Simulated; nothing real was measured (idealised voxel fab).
This section sets out a process module, namely voxel capacitor over wiring.
Section shown: cut. Width: 285 nm. Cell size: 5 nm, square.
Think of the cross-section as a grid of square cells. We describe it in bands, top to bottom, and each band covers one or more rows of those cells.
Read a band's entry like this: the first values are the height of its top and the height of its bottom in nm, and what follows is the sequence of materials from left to right, each with its width in nm. Note that "air" is empty space, and that a single material marked "all across" reaches across the band from edge to edge.
Measure heights from 0. That's the level where, below it, the as-received wafer is all one material. The lowest band is bottomless and extends downward; write it as in "z 0 and below".
It should be noted that a width expressed as "30..40" varies in equal increments from row to row of cells within the band, taking the value of the first number at the top row and that of the second number at the bottom row.
A step reported as "remains unaltered" is a step in which no cell of the cross-section changed.
"Listed closed voids": empty spaces of 8 cells or more with no open way to the top, each given as width x height at distance, distance from the left edge, all in nm.
Post-settings text on a step line: simulator's own remark regarding the step.
overlay nm: how far to the right of its planned place the mask lay on this masked step (negative: to the left).

[Process steps foreseen in the plan]
step 1: RECEIVE (material Si)
step 2: CONFORMAL_DEP (material SiO2; thk nm 10)
step 3: CONFORMAL_DEP (material SiN; thk nm 5)
step 4: DIRECTIONAL_DEP (material SiO2; thk nm 20)
step 5: MASKED_ETCH (tone open; mask id METAL_1; width nm 30; pitch nm 80; etch materials SiO2; depth nm 20; overlay nm 0)
step 6: MASKED_ETCH (tone open; mask id METAL_1; width nm 30; pitch nm 80; etch materials SiN; depth nm 5; overlay nm 0)
step 7: CONFORMAL_DEP (material TiN; thk nm 5)
step 8: FILL_DEP (material W; thk nm 10)
step 9: CMP (height nm 35)
step 10: CONFORMAL_DEP (material SiCN; thk nm 5)
step 11: DIRECTIONAL_DEP (material lowk; thk nm 20)
step 12: PATTERN (tone open; mask id PLUG_1; material resist; width nm 15; thk nm 20; overlay nm 0)
step 13: DIRECTIONAL_ETCH (etch materials lowk; depth nm 20)
step 14: DIRECTIONAL_ETCH (etch materials SiCN; depth nm 5)
step 15: STRIP (etch materials resist)
step 16: CONFORMAL_DEP (material TiN; thk nm 5)
step 17: FILL_DEP (material Cu; thk nm 10)
step 18: CMP (height nm 60)
step 19: DIRECTIONAL_DEP (material TiN; thk nm 5)
step 20: DIRECTIONAL_DEP (material SiN; thk nm 5)
step 21: DIRECTIONAL_DEP (material TiN; thk nm 10)
step 22: MASKED_ETCH (tone cover; mask id UPPER_PLATE; width nm 55; etch materials TiN; depth nm 10; overlay nm 0)
step 23: MASKED_ETCH (tone cover; mask id UPPER_PLATE; width nm 55; etch materials SiN; depth nm 5; overlay nm 0)
step 24: DIRECTIONAL_DEP (material aC; thk nm 10)
step 25: PATTERN (tone cover; mask id LOWER_PLATE; material resist; width nm 65; thk nm 30; overlay nm 0)
step 26: DIRECTIONAL_ETCH (etch materials aC; depth nm 10)
step 27: STRIP (etch materials resist)
step 28: DIRECTIONAL_ETCH (etch materials TiN; depth nm 5)
step 29: STRIP (etch materials aC)
step 30: FILL_DEP (material SiO2; thk nm 15)
step 31: CMP (height nm 90)
step 32: MASKED_ETCH (tone open; mask id PLUG_2; width nm 15; etch materials SiO2; depth nm 10; overlay nm 0)
step 33: CONFORMAL_DEP (material TiN; thk nm 5)
step 34: FILL_DEP (material Ru; thk nm 5)
step 35: CMP (height nm 90)
step 36: CONFORMAL_DEP (material SiN; thk nm 5)

[As received (post step 1): cross-section]
- z 0 and below: Si all across
- Listed closed voids: none

[Post-module cross-section of the first of two wafers (run per plan)]
- z 95 to 90: SiN all across
- z 90 to 85: SiO2 110 nm, TiN 5 nm, Ru 5 nm, TiN 5 nm, SiO2 160 nm
- z 85 to 80: SiO2 110 nm, TiN 15 nm, SiO2 160 nm
- z 80 to 70: SiO2 100 nm, TiN 55 nm, SiO2 130 nm
- z 70 to 65: SiO2 100 nm, SiN 55 nm, SiO2 130 nm
- z 65 to 60: SiO2 95 nm, TiN 65 nm, SiO2 125 nm
- z 60 to 40: lowk 100 nm, TiN 5 nm, Cu 5 nm, TiN 5 nm, lowk 170 nm
- z 40 to 35: SiCN 100 nm, TiN 15 nm, SiCN 170 nm
- z 35 to 15: SiO2 85 nm, TiN 5 nm, W 20 nm, TiN 5 nm, SiO2 50 nm, TiN 5 nm, W 20 nm, TiN 5 nm, SiO2 90 nm
- z 15 to 10: SiN 85 nm, TiN 30 nm, SiN 50 nm, TiN 30 nm, SiN 90 nm
- z 10 to 0: SiO2 all across
- z 0 and below: Si all across
- Listed closed voids: none

[Presented here is a cross-section of the second of the two wafers as it stood at the end of the module. It was started in the same manner and assigned the same plan as the first wafer; however, one mistake was made in its execution]
- z 95 to 90: SiN all across
- z 90 to 85: SiO2 110 nm, TiN 5 nm, Ru 5 nm, TiN 5 nm, SiO2 160 nm
- z 85 to 80: SiO2 110 nm, TiN 15 nm, SiO2 160 nm
- z 80 to 70: SiO2 100 nm, TiN 55 nm, SiO2 130 nm
- z 70 to 65: SiO2 100 nm, SiN 55 nm, SiO2 130 nm
- z 65 to 60: SiO2 95 nm, TiN 65 nm, SiO2 125 nm
- z 60 to 40: TiN all across
- z 40 to 35: SiCN all across
- z 35 to 15: SiO2 85 nm, TiN 5 nm, W 20 nm, TiN 5 nm, SiO2 50 nm, TiN 5 nm, W 20 nm, TiN 5 nm, SiO2 90 nm
- z 15 to 10: SiN 85 nm, TiN 30 nm, SiN 50 nm, TiN 30 nm, SiN 90 nm
- z 10 to 0: SiO2 all across
- z 0 and below: Si all across
- Listed closed voids: none
Processing error: step 11 went in with a setting other than planned; the actual run was DIRECTIONAL_DEP (material TiN; thk nm 20)
The final cell counts differ between the wafers, with the second having more or fewer of some materials than the first: Cu -4, SiCN +3, TiN +217, lowk -216
